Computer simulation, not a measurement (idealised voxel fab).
The following process module bears the name voxel self aligned vias.
The figure presents cross-section cut, which has a width of 185 nm and is divided into square cells with an edge length of 5 nm.
For the purposes of this document, a cross-section shall be understood as a grid of square cells, specified as bands listed in top-to-bottom order, each band consisting of one or more rows of cells.
Band: top and bottom heights (nm) first, top before bottom; then materials from left to right, widths in nm. "throughout" marks a sole material filling the band edge to edge. "blank" denotes empty space.
Where do heights start? At 0: under that level the wafer as delivered is made of one material only. And the lowest band has no floor; it just carries on downward, as in "0 and below".
Top row gets the first number, bottom row gets the second, and each row in between changes by the same step: that is how a band width like "30 to 40" works.
"same as before" -> step changed no cross-section cell.
Closed empty spaces (no open way to the top) of 8 cells or more are what "Sealed void listing" lists, each as width x height at distance from the left edge, nm for all three.
If you see something after the settings on a step's line, that's the simulator's own remark about that step.
A step's line can hold "overlay nm"; with a mask on that step, the setting says how far right of the planned place the mask lay, while a negative setting says it lay to the left.

The steps planned for the process are as follows:
1: RECEIVE [material Si]
2: CONFORMAL_DEP [material SiO2] [thk nm 15]
3: CONFORMAL_DEP [material SiCN] [thk nm 5]
4: DIRECTIONAL_DEP [material lowk] [thk nm 30]
5: DIRECTIONAL_DEP [material aC] [thk nm 10]
6: PATTERN [tone open] [mask id LINES] [material resist] [width nm 25] [pitch nm 55] [thk nm 30] [overlay nm 0]
7: DIRECTIONAL_ETCH [etch materials aC] [depth nm 10]
8: STRIP [etch materials resist]
9: DIRECTIONAL_ETCH [etch materials lowk] [depth nm 30]
10: STRIP [etch materials aC]
11: CONFORMAL_DEP [material TiN] [thk nm 5]
12: FILL_DEP [material Ru] [thk nm 5]
13: CMP [height nm 50]
14: SELECTIVE_ETCH [etch materials W Ru TiN] [depth nm 5]
15: FILL_DEP [material SiN] [thk nm 10]
16: CMP [height nm 50]
17: DIRECTIONAL_DEP [material lowk] [thk nm 15]
18: PATTERN [tone open] [mask id VIAS] [material resist] [width nm 35] [pitch nm 55] [thk nm 15] [overlay nm 0]
19: DIRECTIONAL_ETCH [etch materials lowk] [depth nm 15]
20: DIRECTIONAL_ETCH [etch materials SiN] [depth nm 5]
21: STRIP [etch materials resist]
22: CONFORMAL_DEP [material TiN] [thk nm 5]
23: FILL_DEP [material W] [thk nm 10]
24: CMP [height nm 65]
25: CONFORMAL_DEP [material SiCN] [thk nm 5]

First out of two wafers; run went to plan:

Delivered wafer in cross-section: state after step 1:
- 0 and below = Si throughout
- Sealed void listing: none

after step 2:
- 15 down to 0 = SiO2 throughout
- Whatever lies below 0 is exactly as it was before.

after step 3:
- 20 down to 15 = SiCN throughout
- Whatever lies below 15 is exactly as it was before.

after step 4:
- 50 down to 20 = lowk throughout
- Whatever lies below 20 is exactly as it was before.

after step 5:
- 60 down to 50 = aC throughout
- Whatever lies below 50 is exactly as it was before.

after step 6:
- 90 down to 60 = 25 of resist  25 of blank  30 of resist  25 of blank  30 of resist  25 of blank  25 of resist
- Whatever lies below 60 is exactly as it was before.

after step 7:
- 80 down to 60 = 25 of resist  25 of blank  30 of resist  25 of blank  30 of resist  25 of blank  25 of resist
- 60 down to 50 = 25 of aC  25 of blank  30 of aC  25 of blank  30 of aC  25 of blank  25 of aC
- Whatever lies below 50 is exactly as it was before.

after step 8:
- 60 down to 50 = 25 of aC  25 of blank  30 of aC  25 of blank  30 of aC  25 of blank  25 of aC
- Whatever lies below 50 is exactly as it was before.

after step 9:
- 60 down to 50 = 25 of aC  25 of blank  30 of aC  25 of blank  30 of aC  25 of blank  25 of aC
- 50 down to 20 = 25 of lowk  25 of blank  30 of lowk  25 of blank  30 of lowk  25 of blank  25 of lowk
- Whatever lies below 20 is exactly as it was before.

after step 10:
- 50 down to 20 = 25 of lowk  25 of blank  30 of lowk  25 of blank  30 of lowk  25 of blank  25 of lowk
- Whatever lies below 20 is exactly as it was before.

after step 11:
- 55 down to 50 = 30 of TiN  15 of blank  40 of TiN  15 of blank  40 of TiN  15 of blank  30 of TiN
- 50 down to 25 = 25 of lowk  5 of TiN  15 of blank  5 of TiN  30 of lowk  5 of TiN  15 of blank  5 of TiN  30 of lowk  5 of TiN  15 of blank  5 of TiN  25 of lowk
- 25 down to 20 = 25 of lowk  25 of TiN  30 of lowk  25 of TiN  30 of lowk  25 of TiN  25 of lowk
- Whatever lies below 20 is exactly as it was before.

after step 12:
- 60 down to 55 = Ru throughout
- 55 down to 50 = 30 of TiN  15 of Ru  40 of TiN  15 of Ru  40 of TiN  15 of Ru  30 of TiN
- 50 down to 25 = 25 of lowk  5 of TiN  15 of Ru  5 of TiN  30 of lowk  5 of TiN  15 of Ru  5 of TiN  30 of lowk  5 of TiN  15 of Ru  5 of TiN  25 of lowk
- Whatever lies below 25 is exactly as it was before.

after step 13:
- 50 down to 25 = 25 of lowk  5 of TiN  15 of Ru  5 of TiN  30 of lowk  5 of TiN  15 of Ru  5 of TiN  30 of lowk  5 of TiN  15 of Ru  5 of TiN  25 of lowk
- Whatever lies below 25 is exactly as it was before.

after step 14:
- 50 down to 45 = 25 of lowk  25 of blank  30 of lowk  25 of blank  30 of lowk  25 of blank  25 of lowk
- Whatever lies below 45 is exactly as it was before.

after step 15:
- 60 down to 50 = SiN throughout
- 50 down to 45 = 25 of lowk  25 of SiN  30 of lowk  25 of SiN  30 of lowk  25 of SiN  25 of lowk
- Whatever lies below 45 is exactly as it was before.

after step 16:
- 50 down to 45 = 25 of lowk  25 of SiN  30 of lowk  25 of SiN  30 of lowk  25 of SiN  25 of lowk
- Whatever lies below 45 is exactly as it was before.

after step 17:
- 65 down to 50 = lowk throughout
- Whatever lies below 50 is exactly as it was before.

after step 18:
- 80 down to 65 = 20 of resist  35 of blank  20 of resist  35 of blank  20 of resist  35 of blank  20 of resist
- Whatever lies below 65 is exactly as it was before.

after step 19:
- 80 down to 65 = 20 of resist  35 of blank  20 of resist  35 of blank  20 of resist  35 of blank  20 of resist
- 65 down to 50 = 20 of lowk  35 of blank  20 of lowk  35 of blank  20 of lowk  35 of blank  20 of lowk
- Whatever lies below 50 is exactly as it was before.

after step 20:
- 80 down to 65 = 20 of resist  35 of blank  20 of resist  35 of blank  20 of resist  35 of blank  20 of resist
- 65 down to 50 = 20 of lowk  35 of blank  20 of lowk  35 of blank  20 of lowk  35 of blank  20 of lowk
- 50 down to 45 = 25 of lowk  25 of blank  30 of lowk  25 of blank  30 of lowk  25 of blank  25 of lowk
- Whatever lies below 45 is exactly as it was before.

after step 21:
- 65 down to 50 = 20 of lowk  35 of blank  20 of lowk  35 of blank  20 of lowk  35 of blank  20 of lowk
- Whatever lies below 50 is exactly as it was before.

after step 22:
- 70 down to 65 = 25 of TiN  25 of blank  30 of TiN  25 of blank  30 of TiN  25 of blank  25 of TiN
- 65 down to 55 = 20 of lowk  5 of TiN  25 of blank  5 of TiN  20 of lowk  5 of TiN  25 of blank  5 of TiN  20 of lowk  5 of TiN  25 of blank  5 of TiN  20 of lowk
- 55 down to 50 = 20 of lowk  10 of TiN  15 of blank  10 of TiN  20 of lowk  10 of TiN  15 of blank  10 of TiN  20 of lowk  10 of TiN  15 of blank  10 of TiN  20 of lowk
- 50 down to 45 = 25 of lowk  25 of TiN  30 of lowk  25 of TiN  30 of lowk  25 of TiN  25 of lowk
- Whatever lies below 45 is exactly as it was before.

after step 23:
- 80 down to 70 = W throughout
- 70 down to 65 = 25 of TiN  25 of W  30 of TiN  25 of W  30 of TiN  25 of W  25 of TiN
- 65 down to 55 = 20 of lowk  5 of TiN  25 of W  5 of TiN  20 of lowk  5 of TiN  25 of W  5 of TiN  20 of lowk  5 of TiN  25 of W  5 of TiN  20 of lowk
- 55 down to 50 = 20 of lowk  10 of TiN  15 of W  10 of TiN  20 of lowk  10 of TiN  15 of W  10 of TiN  20 of lowk  10 of TiN  15 of W  10 of TiN  20 of lowk
- Whatever lies below 50 is exactly as it was before.

after step 24:
- 65 down to 55 = 20 of lowk  5 of TiN  25 of W  5 of TiN  20 of lowk  5 of TiN  25 of W  5 of TiN  20 of lowk  5 of TiN  25 of W  5 of TiN  20 of lowk
- Whatever lies below 55 is exactly as it was before.

after step 25:
- 70 down to 65 = SiCN throughout
- Whatever lies below 65 is exactly as it was before.

Companion wafer, the second of two: same beginning, same intended sequence, one mistake in carrying it out; through step 1 inclusive it tracks the first exactly:

Second wafer profile in section, at the moment step 2 of the plan was meant to be complete:
- 30 down to 0 = SiO2 throughout
- Whatever lies below 0 is exactly as it was before.

Second wafer profile in section, at the moment step 3 of the plan was meant to be complete:
- 35 down to 30 = SiCN throughout
- Whatever lies below 30 is exactly as it was before.

Second wafer profile in section, at the moment step 4 of the plan was meant to be complete:
- 65 down to 35 = lowk throughout
- Whatever lies below 35 is exactly as it was before.

Second wafer profile in section, at the moment step 5 of the plan was meant to be complete:
- 75 down to 65 = aC throughout
- Whatever lies below 65 is exactly as it was before.

Second wafer profile in section, at the moment step 6 of the plan was meant to be complete:
- 105 down to 75 = 25 of resist  25 of blank  30 of resist  25 of blank  30 of resist  25 of blank  25 of resist
- Whatever lies below 75 is exactly as it was before.

Second wafer profile in section, at the moment step 7 of the plan was meant to be complete:
- 95 down to 75 = 25 of resist  25 of blank  30 of resist  25 of blank  30 of resist  25 of blank  25 of resist
- 75 down to 65 = 25 of aC  25 of blank  30 of aC  25 of blank  30 of aC  25 of blank  25 of aC
- Whatever lies below 65 is exactly as it was before.

Second wafer profile in section, at the moment step 8 of the plan was meant to be complete:
- 75 down to 65 = 25 of aC  25 of blank  30 of aC  25 of blank  30 of aC  25 of blank  25 of aC
- Whatever lies below 65 is exactly as it was before.

Second wafer profile in section, at the moment step 9 of the plan was meant to be complete:
- 75 down to 65 = 25 of aC  25 of blank  30 of aC  25 of blank  30 of aC  25 of blank  25 of aC
- 65 down to 35 = 25 of lowk  25 of blank  30 of lowk  25 of blank  30 of lowk  25 of blank  25 of lowk
- Whatever lies below 35 is exactly as it was before.

Second wafer profile in section, at the moment step 10 of the plan was meant to be complete:
- 65 down to 35 = 25 of lowk  25 of blank  30 of lowk  25 of blank  30 of lowk  25 of blank  25 of lowk
- Whatever lies below 35 is exactly as it was before.

Second wafer profile in section, at the moment step 11 of the plan was meant to be complete:
- 70 down to 65 = 30 of TiN  15 of blank  40 of TiN  15 of blank  40 of TiN  15 of blank  30 of TiN
- 65 down to 40 = 25 of lowk  5 of TiN  15 of blank  5 of TiN  30 of lowk  5 of TiN  15 of blank  5 of TiN  30 of lowk  5 of TiN  15 of blank  5 of TiN  25 of lowk
- 40 down to 35 = 25 of lowk  25 of TiN  30 of lowk  25 of TiN  30 of lowk  25 of TiN  25 of lowk
- Whatever lies below 35 is exactly as it was before.

Second wafer profile in section, at the moment step 12 of the plan was meant to be complete:
- 75 down to 70 = Ru throughout
- 70 down to 65 = 30 of TiN  15 of Ru  40 of TiN  15 of Ru  40 of TiN  15 of Ru  30 of TiN
- 65 down to 40 = 25 of lowk  5 of TiN  15 of Ru  5 of TiN  30 of lowk  5 of TiN  15 of Ru  5 of TiN  30 of lowk  5 of TiN  15 of Ru  5 of TiN  25 of lowk
- Whatever lies below 40 is exactly as it was before.

Second wafer profile in section, at the moment step 13 of the plan was meant to be complete:
- 50 down to 40 = 25 of lowk  5 of TiN  15 of Ru  5 of TiN  30 of lowk  5 of TiN  15 of Ru  5 of TiN  30 of lowk  5 of TiN  15 of Ru  5 of TiN  25 of lowk
- Whatever lies below 40 is exactly as it was before.

Second wafer profile in section, at the moment step 14 of the plan was meant to be complete:
- 50 down to 45 = 25 of lowk  25 of blank  30 of lowk  25 of blank  30 of lowk  25 of blank  25 of lowk
- Whatever lies below 45 is exactly as it was before.

Second wafer profile in section, at the moment step 15 of the plan was meant to be complete:
- 60 down to 50 = SiN throughout
- 50 down to 45 = 25 of lowk  25 of SiN  30 of lowk  25 of SiN  30 of lowk  25 of SiN  25 of lowk
- Whatever lies below 45 is exactly as it was before.

Second wafer profile in section, at the moment step 16 of the plan was meant to be complete:
- 50 down to 45 = 25 of lowk  25 of SiN  30 of lowk  25 of SiN  30 of lowk  25 of SiN  25 of lowk
- Whatever lies below 45 is exactly as it was before.

Second wafer profile in section, at the moment step 17 of the plan was meant to be complete:
- 65 down to 50 = lowk throughout
- Whatever lies below 50 is exactly as it was before.

Second wafer profile in section, at the moment step 18 of the plan was meant to be complete:
- 80 down to 65 = 20 of resist  35 of blank  20 of resist  35 of blank  20 of resist  35 of blank  20 of resist
- Whatever lies below 65 is exactly as it was before.

Second wafer profile in section, at the moment step 19 of the plan was meant to be complete:
- 80 down to 65 = 20 of resist  35 of blank  20 of resist  35 of blank  20 of resist  35 of blank  20 of resist
- 65 down to 50 = 20 of lowk  35 of blank  20 of lowk  35 of blank  20 of lowk  35 of blank  20 of lowk
- Whatever lies below 50 is exactly as it was before.

Second wafer profile in section, at the moment step 20 of the plan was meant to be complete:
- 80 down to 65 = 20 of resist  35 of blank  20 of resist  35 of blank  20 of resist  35 of blank  20 of resist
- 65 down to 50 = 20 of lowk  35 of blank  20 of lowk  35 of blank  20 of lowk  35 of blank  20 of lowk
- 50 down to 45 = 25 of lowk  25 of blank  30 of lowk  25 of blank  30 of lowk  25 of blank  25 of lowk
- Whatever lies below 45 is exactly as it was before.

Second wafer profile in section, at the moment step 21 of the plan was meant to be complete:
- 65 down to 50 = 20 of lowk  35 of blank  20 of lowk  35 of blank  20 of lowk  35 of blank  20 of lowk
- Whatever lies below 50 is exactly as it was before.

Second wafer profile in section, at the moment step 22 of the plan was meant to be complete:
- 70 down to 65 = 25 of TiN  25 of blank  30 of TiN  25 of blank  30 of TiN  25 of blank  25 of TiN
- 65 down to 55 = 20 of lowk  5 of TiN  25 of blank  5 of TiN  20 of lowk  5 of TiN  25 of blank  5 of TiN  20 of lowk  5 of TiN  25 of blank  5 of TiN  20 of lowk
- 55 down to 50 = 20 of lowk  10 of TiN  15 of blank  10 of TiN  20 of lowk  10 of TiN  15 of blank  10 of TiN  20 of lowk  10 of TiN  15 of blank  10 of TiN  20 of lowk
- 50 down to 45 = 25 of lowk  25 of TiN  30 of lowk  25 of TiN  30 of lowk  25 of TiN  25 of lowk
- Whatever lies below 45 is exactly as it was before.

Second wafer profile in section, at the moment step 23 of the plan was meant to be complete:
- 80 down to 70 = W throughout
- 70 down to 65 = 25 of TiN  25 of W  30 of TiN  25 of W  30 of TiN  25 of W  25 of TiN
- 65 down to 55 = 20 of lowk  5 of TiN  25 of W  5 of TiN  20 of lowk  5 of TiN  25 of W  5 of TiN  20 of lowk  5 of TiN  25 of W  5 of TiN  20 of lowk
- 55 down to 50 = 20 of lowk  10 of TiN  15 of W  10 of TiN  20 of lowk  10 of TiN  15 of W  10 of TiN  20 of lowk  10 of TiN  15 of W  10 of TiN  20 of lowk
- Whatever lies below 50 is exactly as it was before.

Second wafer profile in section, at the moment step 24 of the plan was meant to be complete:
- 65 down to 55 = 20 of lowk  5 of TiN  25 of W  5 of TiN  20 of lowk  5 of TiN  25 of W  5 of TiN  20 of lowk  5 of TiN  25 of W  5 of TiN  20 of lowk
- Whatever lies below 55 is exactly as it was before.

Second wafer profile in section, at the moment step 25 of the plan was meant to be complete:
- 70 down to 65 = SiCN throughout
- Whatever lies below 65 is exactly as it was before.
Where did the run depart from the plan? step 2 of the plan was executed twice over
Upon completion, the second wafer contains, in terms of cells, a greater or smaller amount of certain materials than the first wafer: 27 fewer of Ru, 111 more of SiO2, 18 fewer of TiN, 66 fewer of lowk
